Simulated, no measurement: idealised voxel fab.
Process module name: voxel wiring stack
cross-section cut | 240 nm wide | cells 5 nm
In what follows, cross-sections appear as grids of square cells, described through bands that run from the top down, where every band is one or more rows of cells.
In this notation a band is specified by the heights of its top and bottom, in that order and in nm, after which its materials appear from left to right, each paired with its width in nm. The word "all across" attached to a single material means that material fills the band from edge to edge; the word "air" stands for empty space.
Ref level 0: as-received wafer is one material below here. Bottom band extends down with no lower bound ("top 0, no bottom").
The two numbers in a width such as "30 to 40" mark its ends across the band: the first belongs to the top row of cells, the second to the bottom row, and from each row to the next the width moves by the same amount.
Reading "same as before" for a step: not a cell of the cross-section changed in it.
You'll see "Encapsulated voids" listing empty spaces that have no way open to the top, as long as they're 8 cells or more; the notation is width x height at distance, where the distance is from the left edge, and all of it is in nm.
What comes after the settings on a step's line is commentary from the simulator itself on that step.
The setting "overlay nm" may be written on the line of a step. When the step uses a mask, the value reports how far to the right of the planned place the mask lay, and a negative value reports that it lay to the left.
SO HERE'S THE LINEUP OF PROCESS STEPS WE PLANNED
1 RECEIVE,material Si
2 CONFORMAL_DEP,material SiO2,thk nm 15
3 DIRECTIONAL_DEP,material TiN,thk nm 5
4 DIRECTIONAL_DEP,material Ru,thk nm 20
5 MASKED_ETCH,tone cover,mask id METAL_1,width nm 25,pitch nm 50,etch materials Ru,depth nm 20,overlay nm 0
6 MASKED_ETCH,tone cover,mask id METAL_1,width nm 25,pitch nm 50,etch materials TiN,depth nm 5,overlay nm 0
7 CONFORMAL_DEP,material SiCN,thk nm 5
8 FILL_DEP,material lowk,thk nm 5
9 CMP,height nm 40
10 CONFORMAL_DEP,material SiCN,thk nm 5
11 DIRECTIONAL_DEP,material SiO2,thk nm 20
12 DIRECTIONAL_DEP,material aC,thk nm 15
13 PATTERN,tone open,mask id PLUG_1,material resist,width nm 15,pitch nm 100,thk nm 30,overlay nm 0
14 DIRECTIONAL_ETCH,etch materials aC,depth nm 15
15 STRIP,etch materials resist
16 DIRECTIONAL_ETCH,etch materials SiO2,depth nm 20
17 DIRECTIONAL_ETCH,etch materials SiCN,depth nm 5
18 STRIP,etch materials aC
19 CONFORMAL_DEP,material TiN,thk nm 5
20 FILL_DEP,material Cu,thk nm 5
21 CMP,height nm 65
22 DIRECTIONAL_DEP,material TiN,thk nm 5
23 DIRECTIONAL_DEP,material Ru,thk nm 20
24 MASKED_ETCH,tone cover,mask id METAL_2,width nm 25,pitch nm 50,etch materials Ru,depth nm 20,overlay nm 0
25 MASKED_ETCH,tone cover,mask id METAL_2,width nm 25,pitch nm 50,etch materials TiN,depth nm 5,overlay nm 0
26 CONFORMAL_DEP,material SiCN,thk nm 5
27 FILL_DEP,material lowk,thk nm 10
28 CMP,height nm 90
29 CONFORMAL_DEP,material SiCN,thk nm 5
30 DIRECTIONAL_DEP,material lowk,thk nm 30
31 DIRECTIONAL_DEP,material aC,thk nm 15
32 PATTERN,tone open,mask id METAL_3,material resist,width nm 25,pitch nm 50,thk nm 35,overlay nm 0
33 DIRECTIONAL_ETCH,etch materials aC,depth nm 15
34 STRIP,etch materials resist
35 DIRECTIONAL_ETCH,etch materials lowk,depth nm 20
36 STRIP,etch materials aC
37 MASKED_ETCH,tone open,mask id METAL_3_HOLES,width nm 15,pitch nm 100,etch materials lowk,depth nm 10,overlay nm 0
38 MASKED_ETCH,tone open,mask id METAL_3_HOLES,width nm 15,pitch nm 100,etch materials SiCN,depth nm 5,overlay nm 0
39 CONFORMAL_DEP,material TiN,thk nm 5
40 FILL_DEP,material Cu,thk nm 5
41 CMP,height nm 125
42 CONFORMAL_DEP,material SiCN,thk nm 5
FIRST OF TWO WAFERS: RUN AS PLANNED
CROSS-SECTION OF THE WAFER AT RECEIPT, WHICH IS THE CONDITION AFTER STEP 1
	top 0, no bottom  Si all across
	Encapsulated voids: none
AFTER STEP 2
	top 15, bottom 0  SiO2 all across
	Everything below 0 is unchanged.
AFTER STEP 3
	top 20, bottom 15  TiN all across
	Everything below 15 is unchanged.
AFTER STEP 4
	top 40, bottom 20  Ru all across
	Everything below 20 is unchanged.
AFTER STEP 5
	top 40, bottom 20  air (55); Ru (25); air (25); Ru (25); air (25); Ru (25); air (60)
	Everything below 20 is unchanged.
AFTER STEP 6
	top 40, bottom 20  air (55); Ru (25); air (25); Ru (25); air (25); Ru (25); air (60)
	top 20, bottom 15  air (55); TiN (25); air (25); TiN (25); air (25); TiN (25); air (60)
	Everything below 15 is unchanged.
AFTER STEP 7
	top 45, bottom 40  air (50); SiCN (35); air (15); SiCN (35); air (15); SiCN (35); air (55)
	top 40, bottom 20  air (50); SiCN (5); Ru (25); SiCN (5); air (15); SiCN (5); Ru (25); SiCN (5); air (15); SiCN (5); Ru (25); SiCN (5); air (55)
	top 20, bottom 15  SiCN (55); TiN (25); SiCN (25); TiN (25); SiCN (25); TiN (25); SiCN (60)
	Everything below 15 is unchanged.
AFTER STEP 8
	top 50, bottom 45  lowk all across
	top 45, bottom 40  lowk (50); SiCN (35); lowk (15); SiCN (35); lowk (15); SiCN (35); lowk (55)
	top 40, bottom 20  lowk (50); SiCN (5); Ru (25); SiCN (5); lowk (15); SiCN (5); Ru (25); SiCN (5); lowk (15); SiCN (5); Ru (25); SiCN (5); lowk (55)
	Everything below 20 is unchanged.
AFTER STEP 9
	top 40, bottom 20  lowk (50); SiCN (5); Ru (25); SiCN (5); lowk (15); SiCN (5); Ru (25); SiCN (5); lowk (15); SiCN (5); Ru (25); SiCN (5); lowk (55)
	Everything below 20 is unchanged.
AFTER STEP 10
	top 45, bottom 40  SiCN all across
	Everything below 40 is unchanged.
AFTER STEP 11
	top 65, bottom 45  SiO2 all across
	Everything below 45 is unchanged.
AFTER STEP 12
	top 80, bottom 65  aC all across
	Everything below 65 is unchanged.
AFTER STEP 13
	top 110, bottom 80  resist (55); air (15); resist (85); air (15); resist (70)
	Everything below 80 is unchanged.
AFTER STEP 14
	top 95, bottom 80  resist (55); air (15); resist (85); air (15); resist (70)
	top 80, bottom 65  aC (55); air (15); aC (85); air (15); aC (70)
	Everything below 65 is unchanged.
AFTER STEP 15
	top 80, bottom 65  aC (55); air (15); aC (85); air (15); aC (70)
	Everything below 65 is unchanged.
AFTER STEP 16
	top 80, bottom 65  aC (55); air (15); aC (85); air (15); aC (70)
	top 65, bottom 45  SiO2 (55); air (15); SiO2 (85); air (15); SiO2 (70)
	Everything below 45 is unchanged.
AFTER STEP 17
	top 80, bottom 65  aC (55); air (15); aC (85); air (15); aC (70)
	top 65, bottom 45  SiO2 (55); air (15); SiO2 (85); air (15); SiO2 (70)
	top 45, bottom 40  SiCN (55); air (15); SiCN (85); air (15); SiCN (70)
	Everything below 40 is unchanged.
AFTER STEP 18
	top 65, bottom 45  SiO2 (55); air (15); SiO2 (85); air (15); SiO2 (70)
	Everything below 45 is unchanged.
AFTER STEP 19
	top 70, bottom 65  TiN (60); air (5); TiN (95); air (5); TiN (75)
	top 65, bottom 45  SiO2 (55); TiN (5); air (5); TiN (5); SiO2 (85); TiN (5); air (5); TiN (5); SiO2 (70)
	top 45, bottom 40  SiCN (55); TiN (15); SiCN (85); TiN (15); SiCN (70)
	Everything below 40 is unchanged.
AFTER STEP 20
	top 75, bottom 70  Cu all across
	top 70, bottom 65  TiN (60); Cu (5); TiN (95); Cu (5); TiN (75)
	top 65, bottom 45  SiO2 (55); TiN (5); Cu (5); TiN (5); SiO2 (85); TiN (5); Cu (5); TiN (5); SiO2 (70)
	Everything below 45 is unchanged.
AFTER STEP 21
	top 65, bottom 45  SiO2 (55); TiN (5); Cu (5); TiN (5); SiO2 (85); TiN (5); Cu (5); TiN (5); SiO2 (70)
	Everything below 45 is unchanged.
AFTER STEP 22
	top 70, bottom 65  TiN all across
	Everything below 65 is unchanged.
AFTER STEP 23
	top 90, bottom 70  Ru all across
	Everything below 70 is unchanged.
AFTER STEP 24
	top 90, bottom 70  air (55); Ru (25); air (25); Ru (25); air (25); Ru (25); air (60)
	Everything below 70 is unchanged.
AFTER STEP 25
	top 90, bottom 70  air (55); Ru (25); air (25); Ru (25); air (25); Ru (25); air (60)
	top 70, bottom 65  air (55); TiN (25); air (25); TiN (25); air (25); TiN (25); air (60)
	Everything below 65 is unchanged.
AFTER STEP 26
	top 95, bottom 90  air (50); SiCN (35); air (15); SiCN (35); air (15); SiCN (35); air (55)
	top 90, bottom 70  air (50); SiCN (5); Ru (25); SiCN (5); air (15); SiCN (5); Ru (25); SiCN (5); air (15); SiCN (5); Ru (25); SiCN (5); air (55)
	top 70, bottom 65  SiCN (55); TiN (25); SiCN (25); TiN (25); SiCN (25); TiN (25); SiCN (60)
	Everything below 65 is unchanged.
AFTER STEP 27
	top 105, bottom 95  lowk all across
	top 95, bottom 90  lowk (50); SiCN (35); lowk (15); SiCN (35); lowk (15); SiCN (35); lowk (55)
	top 90, bottom 70  lowk (50); SiCN (5); Ru (25); SiCN (5); lowk (15); SiCN (5); Ru (25); SiCN (5); lowk (15); SiCN (5); Ru (25); SiCN (5); lowk (55)
	Everything below 70 is unchanged.
AFTER STEP 28
	top 90, bottom 70  lowk (50); SiCN (5); Ru (25); SiCN (5); lowk (15); SiCN (5); Ru (25); SiCN (5); lowk (15); SiCN (5); Ru (25); SiCN (5); lowk (55)
	Everything below 70 is unchanged.
AFTER STEP 29
	top 95, bottom 90  SiCN all across
	Everything below 90 is unchanged.
AFTER STEP 30
	top 125, bottom 95  lowk all across
	Everything below 95 is unchanged.
AFTER STEP 31
	top 140, bottom 125  aC all across
	Everything below 125 is unchanged.
AFTER STEP 32
	top 175, bottom 140  resist (55); air (25); resist (25); air (25); resist (25); air (25); resist (60)
	Everything below 140 is unchanged.
AFTER STEP 33
	top 160, bottom 140  resist (55); air (25); resist (25); air (25); resist (25); air (25); resist (60)
	top 140, bottom 125  aC (55); air (25); aC (25); air (25); aC (25); air (25); aC (60)
	Everything below 125 is unchanged.
AFTER STEP 34
	top 140, bottom 125  aC (55); air (25); aC (25); air (25); aC (25); air (25); aC (60)
	Everything below 125 is unchanged.
AFTER STEP 35
	top 140, bottom 125  aC (55); air (25); aC (25); air (25); aC (25); air (25); aC (60)
	top 125, bottom 105  lowk (55); air (25); lowk (25); air (25); lowk (25); air (25); lowk (60)
	Everything below 105 is unchanged.
AFTER STEP 36
	top 125, bottom 105  lowk (55); air (25); lowk (25); air (25); lowk (25); air (25); lowk (60)
	Everything below 105 is unchanged.
AFTER STEP 37
	top 125, bottom 105  lowk (55); air (25); lowk (25); air (25); lowk (25); air (25); lowk (60)
	top 105, bottom 95  lowk (55); air (15); lowk (85); air (15); lowk (70)
	Everything below 95 is unchanged.
AFTER STEP 38
	top 125, bottom 105  lowk (55); air (25); lowk (25); air (25); lowk (25); air (25); lowk (60)
	top 105, bottom 95  lowk (55); air (15); lowk (85); air (15); lowk (70)
	top 95, bottom 90  SiCN (55); air (15); SiCN (85); air (15); SiCN (70)
	Everything below 90 is unchanged.
AFTER STEP 39
	top 130, bottom 125  TiN (60); air (15); TiN (35); air (15); TiN (35); air (15); TiN (65)
	top 125, bottom 110  lowk (55); TiN (5); air (15); TiN (5); lowk (25); TiN (5); air (15); TiN (5); lowk (25); TiN (5); air (15); TiN (5); lowk (60)
	top 110, bottom 105  lowk (55); TiN (5); air (5); TiN (15); lowk (25); TiN (25); lowk (25); TiN (5); air (5); TiN (15); lowk (60)
	top 105, bottom 95  lowk (55); TiN (5); air (5); TiN (5); lowk (85); TiN (5); air (5); TiN (5); lowk (70)
	top 95, bottom 90  SiCN (55); TiN (15); SiCN (85); TiN (15); SiCN (70)
	Everything below 90 is unchanged.
AFTER STEP 40
	top 135, bottom 130  Cu all across
	top 130, bottom 125  TiN (60); Cu (15); TiN (35); Cu (15); TiN (35); Cu (15); TiN (65)
	top 125, bottom 110  lowk (55); TiN (5); Cu (15); TiN (5); lowk (25); TiN (5); Cu (15); TiN (5); lowk (25); TiN (5); Cu (15); TiN (5); lowk (60)
	top 110, bottom 105  lowk (55); TiN (5); Cu (5); TiN (15); lowk (25); TiN (25); lowk (25); TiN (5); Cu (5); TiN (15); lowk (60)
	top 105, bottom 95  lowk (55); TiN (5); Cu (5); TiN (5); lowk (85); TiN (5); Cu (5); TiN (5); lowk (70)
	Everything below 95 is unchanged.
AFTER STEP 41
	top 125, bottom 110  lowk (55); TiN (5); Cu (15); TiN (5); lowk (25); TiN (5); Cu (15); TiN (5); lowk (25); TiN (5); Cu (15); TiN (5); lowk (60)
	Everything below 110 is unchanged.
AFTER STEP 42
	top 130, bottom 125  SiCN all across
	Everything below 125 is unchanged.
WAFER TWO. SAME START, SAME PLAN, ONE SLIP IN EXECUTION. SAME AS WAFER ONE THROUGH STEP 6, INCLUSIVE
SECOND WAFER AT THE PLANNED FINISH OF STEP 7, SEEN IN CROSS-SECTION
	top 45, bottom 40  air (50); Cu (35); air (15); Cu (35); air (15); Cu (35); air (55)
	top 40, bottom 20  air (50); Cu (5); Ru (25); Cu (5); air (15); Cu (5); Ru (25); Cu (5); air (15); Cu (5); Ru (25); Cu (5); air (55)
	top 20, bottom 15  Cu (55); TiN (25); Cu (25); TiN (25); Cu (25); TiN (25); Cu (60)
	Everything below 15 is unchanged.
SECOND WAFER AT THE PLANNED FINISH OF STEP 8, SEEN IN CROSS-SECTION
	top 50, bottom 45  lowk all across
	top 45, bottom 40  lowk (50); Cu (35); lowk (15); Cu (35); lowk (15); Cu (35); lowk (55)
	top 40, bottom 20  lowk (50); Cu (5); Ru (25); Cu (5); lowk (15); Cu (5); Ru (25); Cu (5); lowk (15); Cu (5); Ru (25); Cu (5); lowk (55)
	Everything below 20 is unchanged.
SECOND WAFER AT THE PLANNED FINISH OF STEP 9, SEEN IN CROSS-SECTION
	top 40, bottom 20  lowk (50); Cu (5); Ru (25); Cu (5); lowk (15); Cu (5); Ru (25); Cu (5); lowk (15); Cu (5); Ru (25); Cu (5); lowk (55)
	Everything below 20 is unchanged.
SECOND WAFER AT THE PLANNED FINISH OF STEP 10, SEEN IN CROSS-SECTION
	top 45, bottom 40  SiCN all across
	Everything below 40 is unchanged.
SECOND WAFER AT THE PLANNED FINISH OF STEP 11, SEEN IN CROSS-SECTION
	top 65, bottom 45  SiO2 all across
	Everything below 45 is unchanged.
SECOND WAFER AT THE PLANNED FINISH OF STEP 12, SEEN IN CROSS-SECTION
	top 80, bottom 65  aC all across
	Everything below 65 is unchanged.
SECOND WAFER AT THE PLANNED FINISH OF STEP 13, SEEN IN CROSS-SECTION
	top 110, bottom 80  resist (55); air (15); resist (85); air (15); resist (70)
	Everything below 80 is unchanged.
SECOND WAFER AT THE PLANNED FINISH OF STEP 14, SEEN IN CROSS-SECTION
	top 95, bottom 80  resist (55); air (15); resist (85); air (15); resist (70)
	top 80, bottom 65  aC (55); air (15); aC (85); air (15); aC (70)
	Everything below 65 is unchanged.
SECOND WAFER AT THE PLANNED FINISH OF STEP 15, SEEN IN CROSS-SECTION
	top 80, bottom 65  aC (55); air (15); aC (85); air (15); aC (70)
	Everything below 65 is unchanged.
SECOND WAFER AT THE PLANNED FINISH OF STEP 16, SEEN IN CROSS-SECTION
	top 80, bottom 65  aC (55); air (15); aC (85); air (15); aC (70)
	top 65, bottom 45  SiO2 (55); air (15); SiO2 (85); air (15); SiO2 (70)
	Everything below 45 is unchanged.
SECOND WAFER AT THE PLANNED FINISH OF STEP 17, SEEN IN CROSS-SECTION
	top 80, bottom 65  aC (55); air (15); aC (85); air (15); aC (70)
	top 65, bottom 45  SiO2 (55); air (15); SiO2 (85); air (15); SiO2 (70)
	top 45, bottom 40  SiCN (55); air (15); SiCN (85); air (15); SiCN (70)
	Everything below 40 is unchanged.
SECOND WAFER AT THE PLANNED FINISH OF STEP 18, SEEN IN CROSS-SECTION
	top 65, bottom 45  SiO2 (55); air (15); SiO2 (85); air (15); SiO2 (70)
	Everything below 45 is unchanged.
SECOND WAFER AT THE PLANNED FINISH OF STEP 19, SEEN IN CROSS-SECTION
	top 70, bottom 65  TiN (60); air (5); TiN (95); air (5); TiN (75)
	top 65, bottom 45  SiO2 (55); TiN (5); air (5); TiN (5); SiO2 (85); TiN (5); air (5); TiN (5); SiO2 (70)
	top 45, bottom 40  SiCN (55); TiN (15); SiCN (85); TiN (15); SiCN (70)
	Everything below 40 is unchanged.
SECOND WAFER AT THE PLANNED FINISH OF STEP 20, SEEN IN CROSS-SECTION
	top 75, bottom 70  Cu all across
	top 70, bottom 65  TiN (60); Cu (5); TiN (95); Cu (5); TiN (75)
	top 65, bottom 45  SiO2 (55); TiN (5); Cu (5); TiN (5); SiO2 (85); TiN (5); Cu (5); TiN (5); SiO2 (70)
	Everything below 45 is unchanged.
SECOND WAFER AT THE PLANNED FINISH OF STEP 21, SEEN IN CROSS-SECTION
	top 65, bottom 45  SiO2 (55); TiN (5); Cu (5); TiN (5); SiO2 (85); TiN (5); Cu (5); TiN (5); SiO2 (70)
	Everything below 45 is unchanged.
SECOND WAFER AT THE PLANNED FINISH OF STEP 22, SEEN IN CROSS-SECTION
	top 70, bottom 65  TiN all across
	Everything below 65 is unchanged.
SECOND WAFER AT THE PLANNED FINISH OF STEP 23, SEEN IN CROSS-SECTION
	top 90, bottom 70  Ru all across
	Everything below 70 is unchanged.
SECOND WAFER AT THE PLANNED FINISH OF STEP 24, SEEN IN CROSS-SECTION
	top 90, bottom 70  air (55); Ru (25); air (25); Ru (25); air (25); Ru (25); air (60)
	Everything below 70 is unchanged.
SECOND WAFER AT THE PLANNED FINISH OF STEP 25, SEEN IN CROSS-SECTION
	top 90, bottom 70  air (55); Ru (25); air (25); Ru (25); air (25); Ru (25); air (60)
	top 70, bottom 65  air (55); TiN (25); air (25); TiN (25); air (25); TiN (25); air (60)
	Everything below 65 is unchanged.
SECOND WAFER AT THE PLANNED FINISH OF STEP 26, SEEN IN CROSS-SECTION
	top 95, bottom 90  air (50); SiCN (35); air (15); SiCN (35); air (15); SiCN (35); air (55)
	top 90, bottom 70  air (50); SiCN (5); Ru (25); SiCN (5); air (15); SiCN (5); Ru (25); SiCN (5); air (15); SiCN (5); Ru (25); SiCN (5); air (55)
	top 70, bottom 65  SiCN (55); TiN (25); SiCN (25); TiN (25); SiCN (25); TiN (25); SiCN (60)
	Everything below 65 is unchanged.
SECOND WAFER AT THE PLANNED FINISH OF STEP 27, SEEN IN CROSS-SECTION
	top 105, bottom 95  lowk all across
	top 95, bottom 90  lowk (50); SiCN (35); lowk (15); SiCN (35); lowk (15); SiCN (35); lowk (55)
	top 90, bottom 70  lowk (50); SiCN (5); Ru (25); SiCN (5); lowk (15); SiCN (5); Ru (25); SiCN (5); lowk (15); SiCN (5); Ru (25); SiCN (5); lowk (55)
	Everything below 70 is unchanged.
SECOND WAFER AT THE PLANNED FINISH OF STEP 28, SEEN IN CROSS-SECTION
	top 90, bottom 70  lowk (50); SiCN (5); Ru (25); SiCN (5); lowk (15); SiCN (5); Ru (25); SiCN (5); lowk (15); SiCN (5); Ru (25); SiCN (5); lowk (55)
	Everything below 70 is unchanged.
SECOND WAFER AT THE PLANNED FINISH OF STEP 29, SEEN IN CROSS-SECTION
	top 95, bottom 90  SiCN all across
	Everything below 90 is unchanged.
SECOND WAFER AT THE PLANNED FINISH OF STEP 30, SEEN IN CROSS-SECTION
	top 125, bottom 95  lowk all across
	Everything below 95 is unchanged.
SECOND WAFER AT THE PLANNED FINISH OF STEP 31, SEEN IN CROSS-SECTION
	top 140, bottom 125  aC all across
	Everything below 125 is unchanged.
SECOND WAFER AT THE PLANNED FINISH OF STEP 32, SEEN IN CROSS-SECTION
	top 175, bottom 140  resist (55); air (25); resist (25); air (25); resist (25); air (25); resist (60)
	Everything below 140 is unchanged.
SECOND WAFER AT THE PLANNED FINISH OF STEP 33, SEEN IN CROSS-SECTION
	top 160, bottom 140  resist (55); air (25); resist (25); air (25); resist (25); air (25); resist (60)
	top 140, bottom 125  aC (55); air (25); aC (25); air (25); aC (25); air (25); aC (60)
	Everything below 125 is unchanged.
SECOND WAFER AT THE PLANNED FINISH OF STEP 34, SEEN IN CROSS-SECTION
	top 140, bottom 125  aC (55); air (25); aC (25); air (25); aC (25); air (25); aC (60)
	Everything below 125 is unchanged.
SECOND WAFER AT THE PLANNED FINISH OF STEP 35, SEEN IN CROSS-SECTION
	top 140, bottom 125  aC (55); air (25); aC (25); air (25); aC (25); air (25); aC (60)
	top 125, bottom 105  lowk (55); air (25); lowk (25); air (25); lowk (25); air (25); lowk (60)
	Everything below 105 is unchanged.
SECOND WAFER AT THE PLANNED FINISH OF STEP 36, SEEN IN CROSS-SECTION
	top 125, bottom 105  lowk (55); air (25); lowk (25); air (25); lowk (25); air (25); lowk (60)
	Everything below 105 is unchanged.
SECOND WAFER AT THE PLANNED FINISH OF STEP 37, SEEN IN CROSS-SECTION
	top 125, bottom 105  lowk (55); air (25); lowk (25); air (25); lowk (25); air (25); lowk (60)
	top 105, bottom 95  lowk (55); air (15); lowk (85); air (15); lowk (70)
	Everything below 95 is unchanged.
SECOND WAFER AT THE PLANNED FINISH OF STEP 38, SEEN IN CROSS-SECTION
	top 125, bottom 105  lowk (55); air (25); lowk (25); air (25); lowk (25); air (25); lowk (60)
	top 105, bottom 95  lowk (55); air (15); lowk (85); air (15); lowk (70)
	top 95, bottom 90  SiCN (55); air (15); SiCN (85); air (15); SiCN (70)
	Everything below 90 is unchanged.
SECOND WAFER AT THE PLANNED FINISH OF STEP 39, SEEN IN CROSS-SECTION
	top 130, bottom 125  TiN (60); air (15); TiN (35); air (15); TiN (35); air (15); TiN (65)
	top 125, bottom 110  lowk (55); TiN (5); air (15); TiN (5); lowk (25); TiN (5); air (15); TiN (5); lowk (25); TiN (5); air (15); TiN (5); lowk (60)
	top 110, bottom 105  lowk (55); TiN (5); air (5); TiN (15); lowk (25); TiN (25); lowk (25); TiN (5); air (5); TiN (15); lowk (60)
	top 105, bottom 95  lowk (55); TiN (5); air (5); TiN (5); lowk (85); TiN (5); air (5); TiN (5); lowk (70)
	top 95, bottom 90  SiCN (55); TiN (15); SiCN (85); TiN (15); SiCN (70)
	Everything below 90 is unchanged.
SECOND WAFER AT THE PLANNED FINISH OF STEP 40, SEEN IN CROSS-SECTION
	top 135, bottom 130  Cu all across
	top 130, bottom 125  TiN (60); Cu (15); TiN (35); Cu (15); TiN (35); Cu (15); TiN (65)
	top 125, bottom 110  lowk (55); TiN (5); Cu (15); TiN (5); lowk (25); TiN (5); Cu (15); TiN (5); lowk (25); TiN (5); Cu (15); TiN (5); lowk (60)
	top 110, bottom 105  lowk (55); TiN (5); Cu (5); TiN (15); lowk (25); TiN (25); lowk (25); TiN (5); Cu (5); TiN (15); lowk (60)
	top 105, bottom 95  lowk (55); TiN (5); Cu (5); TiN (5); lowk (85); TiN (5); Cu (5); TiN (5); lowk (70)
	Everything below 95 is unchanged.
SECOND WAFER AT THE PLANNED FINISH OF STEP 41, SEEN IN CROSS-SECTION
	top 125, bottom 110  lowk (55); TiN (5); Cu (15); TiN (5); lowk (25); TiN (5); Cu (15); TiN (5); lowk (25); TiN (5); Cu (15); TiN (5); lowk (60)
	Everything below 110 is unchanged.
SECOND WAFER AT THE PLANNED FINISH OF STEP 42, SEEN IN CROSS-SECTION
	top 130, bottom 125  SiCN all across
	Everything below 125 is unchanged.
The mistake made against the process plan was this: rather than as planned, step 7 actually ran as CONFORMAL_DEP,material Cu,thk nm 5
The closing comparison, in cells, has the second wafer with more or fewer of some materials than the first: 57 more of Cu | 57 fewer of SiCN
